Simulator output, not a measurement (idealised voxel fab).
Documented hereafter: the process module known as voxel self aligned vias.
The cross-section on display is named cut; it measures 225 nm wide, and its cells are 5 nm squares.
This document writes a cross-section as a grid whose cells are square, and gives it as bands, listed from the top down; one or more rows of cells form a band. The band entry comprises the height of the band's top followed by the height of its bottom, expressed in nm, and subsequently the band's materials from left to right, each stated together with its width in nm. Where a single material is marked with the word "all across", that material fills the band from edge to edge. The word "empty" represents empty space. Height reference: 0 = level under which incoming wafer is all one material. Lowest band: no bottom, runs on downward, e.g. "0..down". The expression "30 to 40" gives the width at the extremes of the band, the first number at its top row of cells and the second at its bottom row, with the width changing by equal amounts from each row to the next in between. When a step is marked "no change occurred", none of the cells in the cross-section changed during that step. The entry "Trapped void list" lists the empty spaces that cover at least 8 cells and have no open path to the top. Each is written as width x height at distance, where the distance is measured from the left edge and all three values are in nm. On each step's line, the part that comes after the settings is the simulator's own comment on the step. "overlay nm" denotes, for a step that has a mask, the displacement of the mask to the right of its planned place, with negative values corresponding to the left.
Process steps - plan
- 1: RECEIVE, material Si
- 2: CONFORMAL_DEP, material SiO2, thk nm 10
- 3: CONFORMAL_DEP, material SiCN, thk nm 5
- 4: DIRECTIONAL_DEP, material SiO2, thk nm 20
- 5: MASKED_ETCH, tone open, mask id LINES, width nm 30, pitch nm 70, etch materials SiO2, depth nm 20, overlay nm 0
- 6: CONFORMAL_DEP, material TiN, thk nm 5
- 7: FILL_DEP, material W, thk nm 5
- 8: CMP, height nm 35
- 9: SELECTIVE_ETCH, etch materials W Ru TiN, depth nm 10
- 10: FILL_DEP, material SiN, thk nm 5
- 11: CMP, height nm 35
- 12: DIRECTIONAL_DEP, material SiO2, thk nm 20
- 13: DIRECTIONAL_DEP, material aC, thk nm 10
- 14: PATTERN, tone open, mask id VIAS, material resist, width nm 40, pitch nm 140, thk nm 25, overlay nm 0
- 15: DIRECTIONAL_ETCH, etch materials aC, depth nm 10
- 16: STRIP, etch materials resist
- 17: DIRECTIONAL_ETCH, etch materials SiO2, depth nm 20
- 18: DIRECTIONAL_ETCH, etch materials SiN, depth nm 10
- 19: STRIP, etch materials aC
- 20: CONFORMAL_DEP, material TiN, thk nm 5
- 21: FILL_DEP, material Ru, thk nm 5
- 22: CMP, height nm 55
- 23: CONFORMAL_DEP, material SiCN, thk nm 5
First of two wafers - as planned
As-received wafer cross-section (after step 1)
0..down = Si all across
Trapped void list: none
Once step 2 is through, the wafer looks like this in cross-section
10..0 = SiO2 all across
At heights below 0, the structure remains unaltered.
Once step 3 is through, the wafer looks like this in cross-section
15..10 = SiCN all across
At heights below 10, the structure remains unaltered.
Once step 4 is through, the wafer looks like this in cross-section
35..15 = SiO2 all across
At heights below 15, the structure remains unaltered.
Once step 5 is through, the wafer looks like this in cross-section
35..15 = SiO2: 25; empty: 30; SiO2: 40; empty: 30; SiO2: 40; empty: 30; SiO2: 30
At heights below 15, the structure remains unaltered.
Once step 6 is through, the wafer looks like this in cross-section
40..35 = TiN: 30; empty: 20; TiN: 50; empty: 20; TiN: 50; empty: 20; TiN: 35
35..20 = SiO2: 25; TiN: 5; empty: 20; TiN: 5; SiO2: 40; TiN: 5; empty: 20; TiN: 5; SiO2: 40; TiN: 5; empty: 20; TiN: 5; SiO2: 30
20..15 = SiO2: 25; TiN: 30; SiO2: 40; TiN: 30; SiO2: 40; TiN: 30; SiO2: 30
At heights below 15, the structure remains unaltered.
Once step 7 is through, the wafer looks like this in cross-section
45..40 = W all across
40..35 = TiN: 30; W: 20; TiN: 50; W: 20; TiN: 50; W: 20; TiN: 35
35..20 = SiO2: 25; TiN: 5; W: 20; TiN: 5; SiO2: 40; TiN: 5; W: 20; TiN: 5; SiO2: 40; TiN: 5; W: 20; TiN: 5; SiO2: 30
At heights below 20, the structure remains unaltered.
Once step 8 is through, the wafer looks like this in cross-section
35..20 = SiO2: 25; TiN: 5; W: 20; TiN: 5; SiO2: 40; TiN: 5; W: 20; TiN: 5; SiO2: 40; TiN: 5; W: 20; TiN: 5; SiO2: 30
At heights below 20, the structure remains unaltered.
Once step 9 is through, the wafer looks like this in cross-section
35..25 = SiO2: 25; empty: 30; SiO2: 40; empty: 30; SiO2: 40; empty: 30; SiO2: 30
At heights below 25, the structure remains unaltered.
Once step 10 is through, the wafer looks like this in cross-section
40..35 = SiN all across
35..25 = SiO2: 25; SiN: 30; SiO2: 40; SiN: 30; SiO2: 40; SiN: 30; SiO2: 30
At heights below 25, the structure remains unaltered.
Once step 11 is through, the wafer looks like this in cross-section
35..25 = SiO2: 25; SiN: 30; SiO2: 40; SiN: 30; SiO2: 40; SiN: 30; SiO2: 30
At heights below 25, the structure remains unaltered.
Once step 12 is through, the wafer looks like this in cross-section
55..35 = SiO2 all across
At heights below 35, the structure remains unaltered.
Once step 13 is through, the wafer looks like this in cross-section
65..55 = aC all across
At heights below 55, the structure remains unaltered.
Once step 14 is through, the wafer looks like this in cross-section
90..65 = resist: 20; empty: 40; resist: 100; empty: 40; resist: 25
At heights below 65, the structure remains unaltered.
Once step 15 is through, the wafer looks like this in cross-section
80..65 = resist: 20; empty: 40; resist: 100; empty: 40; resist: 25
65..55 = aC: 20; empty: 40; aC: 100; empty: 40; aC: 25
At heights below 55, the structure remains unaltered.
Once step 16 is through, the wafer looks like this in cross-section
65..55 = aC: 20; empty: 40; aC: 100; empty: 40; aC: 25
At heights below 55, the structure remains unaltered.
Once step 17 is through, the wafer looks like this in cross-section
65..55 = aC: 20; empty: 40; aC: 100; empty: 40; aC: 25
55..35 = SiO2: 20; empty: 40; SiO2: 100; empty: 40; SiO2: 25
At heights below 35, the structure remains unaltered.
Once step 18 is through, the wafer looks like this in cross-section
65..55 = aC: 20; empty: 40; aC: 100; empty: 40; aC: 25
55..35 = SiO2: 20; empty: 40; SiO2: 100; empty: 40; SiO2: 25
35..25 = SiO2: 25; empty: 30; SiO2: 40; SiN: 30; SiO2: 40; empty: 30; SiO2: 30
At heights below 25, the structure remains unaltered.
Once step 19 is through, the wafer looks like this in cross-section
55..35 = SiO2: 20; empty: 40; SiO2: 100; empty: 40; SiO2: 25
At heights below 35, the structure remains unaltered.
Once step 20 is through, the wafer looks like this in cross-section
60..55 = TiN: 25; empty: 30; TiN: 110; empty: 30; TiN: 30
55..40 = SiO2: 20; TiN: 5; empty: 30; TiN: 5; SiO2: 100; TiN: 5; empty: 30; TiN: 5; SiO2: 25
40..35 = SiO2: 20; TiN: 10; empty: 20; TiN: 10; SiO2: 100; TiN: 10; empty: 20; TiN: 10; SiO2: 25
35..30 = SiO2: 25; TiN: 5; empty: 20; TiN: 5; SiO2: 40; SiN: 30; SiO2: 40; TiN: 5; empty: 20; TiN: 5; SiO2: 30
30..25 = SiO2: 25; TiN: 30; SiO2: 40; SiN: 30; SiO2: 40; TiN: 30; SiO2: 30
At heights below 25, the structure remains unaltered.
Once step 21 is through, the wafer looks like this in cross-section
65..60 = Ru all across
60..55 = TiN: 25; Ru: 30; TiN: 110; Ru: 30; TiN: 30
55..40 = SiO2: 20; TiN: 5; Ru: 30; TiN: 5; SiO2: 100; TiN: 5; Ru: 30; TiN: 5; SiO2: 25
40..35 = SiO2: 20; TiN: 10; Ru: 20; TiN: 10; SiO2: 100; TiN: 10; Ru: 20; TiN: 10; SiO2: 25
35..30 = SiO2: 25; TiN: 5; Ru: 20; TiN: 5; SiO2: 40; SiN: 30; SiO2: 40; TiN: 5; Ru: 20; TiN: 5; SiO2: 30
At heights below 30, the structure remains unaltered.
Once step 22 is through, the wafer looks like this in cross-section
55..40 = SiO2: 20; TiN: 5; Ru: 30; TiN: 5; SiO2: 100; TiN: 5; Ru: 30; TiN: 5; SiO2: 25
At heights below 40, the structure remains unaltered.
Once step 23 is through, the wafer looks like this in cross-section
60..55 = SiCN all across
At heights below 55, the structure remains unaltered.
Wafer two. Same start, same plan, one slip in execution. Same as wafer one through step 2, inclusive
Cross-sectional view of the second wafer at the intended end time of process step 3: no change occurred
Cross-sectional view of the second wafer at the intended end time of process step 4
30..0 = SiO2 all across
At heights below 0, the structure remains unaltered.
Cross-sectional view of the second wafer at the intended end time of process step 5
30..10 = SiO2: 25; empty: 30; SiO2: 40; empty: 30; SiO2: 40; empty: 30; SiO2: 30
At heights below 10, the structure remains unaltered.
Cross-sectional view of the second wafer at the intended end time of process step 6
35..30 = TiN: 30; empty: 20; TiN: 50; empty: 20; TiN: 50; empty: 20; TiN: 35
30..15 = SiO2: 25; TiN: 5; empty: 20; TiN: 5; SiO2: 40; TiN: 5; empty: 20; TiN: 5; SiO2: 40; TiN: 5; empty: 20; TiN: 5; SiO2: 30
15..10 = SiO2: 25; TiN: 30; SiO2: 40; TiN: 30; SiO2: 40; TiN: 30; SiO2: 30
At heights below 10, the structure remains unaltered.
Cross-sectional view of the second wafer at the intended end time of process step 7
40..35 = W all across
35..30 = TiN: 30; W: 20; TiN: 50; W: 20; TiN: 50; W: 20; TiN: 35
30..15 = SiO2: 25; TiN: 5; W: 20; TiN: 5; SiO2: 40; TiN: 5; W: 20; TiN: 5; SiO2: 40; TiN: 5; W: 20; TiN: 5; SiO2: 30
At heights below 15, the structure remains unaltered.
Cross-sectional view of the second wafer at the intended end time of process step 8
35..30 = TiN: 30; W: 20; TiN: 50; W: 20; TiN: 50; W: 20; TiN: 35
At heights below 30, the structure remains unaltered.
Cross-sectional view of the second wafer at the intended end time of process step 9
30..25 = SiO2: 25; empty: 30; SiO2: 40; empty: 30; SiO2: 40; empty: 30; SiO2: 30
At heights below 25, the structure remains unaltered.
Cross-sectional view of the second wafer at the intended end time of process step 10
35..30 = SiN all across
30..25 = SiO2: 25; SiN: 30; SiO2: 40; SiN: 30; SiO2: 40; SiN: 30; SiO2: 30
At heights below 25, the structure remains unaltered.
Cross-sectional view of the second wafer at the intended end time of process step 11: no change occurred
Cross-sectional view of the second wafer at the intended end time of process step 12
55..35 = SiO2 all across
At heights below 35, the structure remains unaltered.
Cross-sectional view of the second wafer at the intended end time of process step 13
65..55 = aC all across
At heights below 55, the structure remains unaltered.
Cross-sectional view of the second wafer at the intended end time of process step 14
90..65 = resist: 20; empty: 40; resist: 100; empty: 40; resist: 25
At heights below 65, the structure remains unaltered.
Cross-sectional view of the second wafer at the intended end time of process step 15
80..65 = resist: 20; empty: 40; resist: 100; empty: 40; resist: 25
65..55 = aC: 20; empty: 40; aC: 100; empty: 40; aC: 25
At heights below 55, the structure remains unaltered.
Cross-sectional view of the second wafer at the intended end time of process step 16
65..55 = aC: 20; empty: 40; aC: 100; empty: 40; aC: 25
At heights below 55, the structure remains unaltered.
Cross-sectional view of the second wafer at the intended end time of process step 17
65..55 = aC: 20; empty: 40; aC: 100; empty: 40; aC: 25
55..35 = SiO2: 20; empty: 40; SiO2: 100; empty: 40; SiO2: 25
At heights below 35, the structure remains unaltered.
Cross-sectional view of the second wafer at the intended end time of process step 18
65..55 = aC: 20; empty: 40; aC: 100; empty: 40; aC: 25
55..35 = SiO2: 20; empty: 40; SiO2: 100; empty: 40; SiO2: 25
35..30 = SiN: 20; empty: 40; SiN: 100; empty: 40; SiN: 25
30..25 = SiO2: 25; empty: 30; SiO2: 40; SiN: 30; SiO2: 40; empty: 30; SiO2: 30
At heights below 25, the structure remains unaltered.
Cross-sectional view of the second wafer at the intended end time of process step 19
55..35 = SiO2: 20; empty: 40; SiO2: 100; empty: 40; SiO2: 25
At heights below 35, the structure remains unaltered.
Cross-sectional view of the second wafer at the intended end time of process step 20
60..55 = TiN: 25; empty: 30; TiN: 110; empty: 30; TiN: 30
55..35 = SiO2: 20; TiN: 5; empty: 30; TiN: 5; SiO2: 100; TiN: 5; empty: 30; TiN: 5; SiO2: 25
35..30 = SiN: 20; TiN: 10; empty: 20; TiN: 10; SiN: 100; TiN: 10; empty: 20; TiN: 10; SiN: 25
30..25 = SiO2: 25; TiN: 30; SiO2: 40; SiN: 30; SiO2: 40; TiN: 30; SiO2: 30
At heights below 25, the structure remains unaltered.
Cross-sectional view of the second wafer at the intended end time of process step 21
65..60 = Ru all across
60..55 = TiN: 25; Ru: 30; TiN: 110; Ru: 30; TiN: 30
55..35 = SiO2: 20; TiN: 5; Ru: 30; TiN: 5; SiO2: 100; TiN: 5; Ru: 30; TiN: 5; SiO2: 25
35..30 = SiN: 20; TiN: 10; Ru: 20; TiN: 10; SiN: 100; TiN: 10; Ru: 20; TiN: 10; SiN: 25
At heights below 30, the structure remains unaltered.
Cross-sectional view of the second wafer at the intended end time of process step 22
55..35 = SiO2: 20; TiN: 5; Ru: 30; TiN: 5; SiO2: 100; TiN: 5; Ru: 30; TiN: 5; SiO2: 25
At heights below 35, the structure remains unaltered.
Cross-sectional view of the second wafer at the intended end time of process step 23
60..55 = SiCN all across
At heights below 55, the structure remains unaltered.
Heads up, the wafer didn't run the way we planned it: step 3 was left out
Counted in cells at the end, the second wafer holds more or fewer of these materials than the first: 4 more of Ru, 45 fewer of SiCN, 23 more of SiN, 6 more of TiN, 12 more of W
